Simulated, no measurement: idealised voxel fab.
Title: Process Module voxel released beams
Square cell edge 5 nm, section width 155 nm, ID cut.
In what follows, cross-sections appear as grids of square cells, described through bands that run from the top down, where every band is one or more rows of cells. For a band, the entry starts with two heights in nm, that of the top and then that of the bottom, and carries on with the band's materials in order from left to right, each alongside its width in nm; the word "full width" beside a single material means it fills the band edge to edge, and "empty" means empty space. Zero point of the height axis is 0; under it, received wafer = one material. Lowest band: continues down indefinitely, "0..down". When a width is written as two numbers, as in "30 to 40", the first number is the width in the top row of cells of the band and the second is the width in its bottom row, and the width changes by the same amount from each row to the next. Take "changes: none" at face value: in the step it is given for, the cross-section changed in none of its cells. "Closed void catalog": sealed empty spaces, 8 cells or more, no open way to top, listed width x height at distance, with distance from the left edge and width, height and distance in nm. It should be noted that, on the line of a given step, the content following the step's settings is a remark produced by the simulator itself with respect to that step. Each step line may optionally specify "overlay nm", which for a step with a mask gives the rightward distance between the mask's planned place and where it lay, a negative value indicating the leftward direction.
plan
1 RECEIVE | material Si
2 CONFORMAL_DEP | material Al2O3 | thk nm 5
3 DIRECTIONAL_DEP | material SiO2 | thk nm 15
4 DIRECTIONAL_DEP | material aC | thk nm 10
5 PATTERN | tone open | mask id ANCHOR | material resist | width nm 35 | thk nm 25 | overlay nm 0
6 DIRECTIONAL_ETCH | etch materials aC | depth nm 10
7 STRIP | etch materials resist
8 DIRECTIONAL_ETCH | etch materials SiO2 | depth nm 15
9 STRIP | etch materials aC
10 CONFORMAL_DEP | material W | thk nm 10
11 DIRECTIONAL_DEP | material aC | thk nm 15
12 PATTERN | tone cover | mask id BEAM | material resist | width nm 100 | thk nm 35 | overlay nm 0
13 DIRECTIONAL_ETCH | etch materials aC | depth nm 15
14 STRIP | etch materials resist
15 DIRECTIONAL_ETCH | etch materials W | depth nm 10
16 STRIP | etch materials aC
17 STRIP | etch materials SiO2
As-received state of the wafer in cross-section, equivalent to post-step 1
  0..down | Si full width
  Closed void catalog: none
Wafer at module end, in section. Began as above, planned as above, run with one mistake
  30..20 | empty: 25 | W: 100 | empty: 30
  20..15 | Al2O3 full width
  15..0 | SiO2 full width
  0..down | Si full width
  Closed void catalog: none
What was the processing mistake? steps 2 and 3 were swapped
